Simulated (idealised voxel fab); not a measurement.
The following process module bears the name voxel plated lines.
Section cut is 180 nm wide and gridded with 5 nm square cells.
Think of the cross-section as a grid of square cells. We describe it in bands, top to bottom, and each band covers one or more rows of those cells. Band entry format. Leading values: height of top, height of bottom, nm. Remainder: materials in left-to-right order, each with its width in nm. Special words: "edge to edge" on a single material, which then fills the band edge to edge; "air", empty space. Height datum 0, below which the as-received substrate wafer is one material. Lowest band open at the bottom, running downward: "0 and below". You'd read "30->40" like this: the band's top row of cells is as wide as the first number, its bottom row is as wide as the second, and going down, every row changes width by the same amount as the row before did. Where a step carries "nothing altered", the cross-section came out of it unchanged, cell for cell. Closed-off voids of 8+ cells (no open route to the top) go in "Fully enclosed voids", written width x height at distance from the left edge, in nm. What comes after the settings on a step's line is commentary from the simulator itself on that step. overlay nm: step with mask; distance mask lay right of planned place; negative value = left of planned place.
These are the steps we planned for the process
- 1: RECEIVE with material Si
- 2: CONFORMAL_DEP with material SiO2, thk nm 15
- 3: DIRECTIONAL_DEP with material TiN, thk nm 5
- 4: PATTERN with tone open, mask id LINES, material resist, width nm 15, pitch nm 30, thk nm 20, overlay nm 0
- 5: EPI with material Ru, thk nm 5
- 6: STRIP with etch materials resist
- 7: DIRECTIONAL_ETCH with etch materials TiN, depth nm 5
- 8: CONFORMAL_DEP with material SiO2, thk nm 5
This is the cross-section of the wafer as we received it, i.e. after step 1
	0 and below  Si edge to edge
	Fully enclosed voids: none
Cross-section taken at module completion on the first of two wafers; processed per the plan
	30 down to 25  air 60 nm; SiO2 25 nm; air 5 nm; SiO2 25 nm; air 65 nm
	25 down to 20  air 60 nm; SiO2 5 nm; Ru 15 nm; SiO2 5 nm; air 5 nm; SiO2 5 nm; Ru 15 nm; SiO2 5 nm; air 65 nm
	20 down to 15  SiO2 65 nm; TiN 15 nm; SiO2 15 nm; TiN 15 nm; SiO2 70 nm
	15 down to 0  SiO2 edge to edge
	0 and below  Si edge to edge
	Fully enclosed voids: none
Now the second wafer, cross-sectioned at the end of the module. Nothing different at the start, nothing different in the plan compared with the first, just one mistake when it was actually run
	30 down to 25  air 65 nm; SiO2 25 nm; air 5 nm; SiO2 25 nm; air 60 nm
	25 down to 20  air 65 nm; SiO2 5 nm; Ru 15 nm; SiO2 5 nm; air 5 nm; SiO2 5 nm; Ru 15 nm; SiO2 5 nm; air 60 nm
	20 down to 15  SiO2 70 nm; TiN 15 nm; SiO2 15 nm; TiN 15 nm; SiO2 65 nm
	15 down to 0  SiO2 edge to edge
	0 and below  Si edge to edge
	Fully enclosed voids: none
The mistake made against the process plan was this: step 4: run off-plan, actual operation and settings PATTERN with tone open, mask id LINES, material resist, width nm 15, pitch nm 30, thk nm 20, overlay nm 5
When the process is done, the second wafer contains the same cell count of every material as the first wafer, but distributed over other locations.
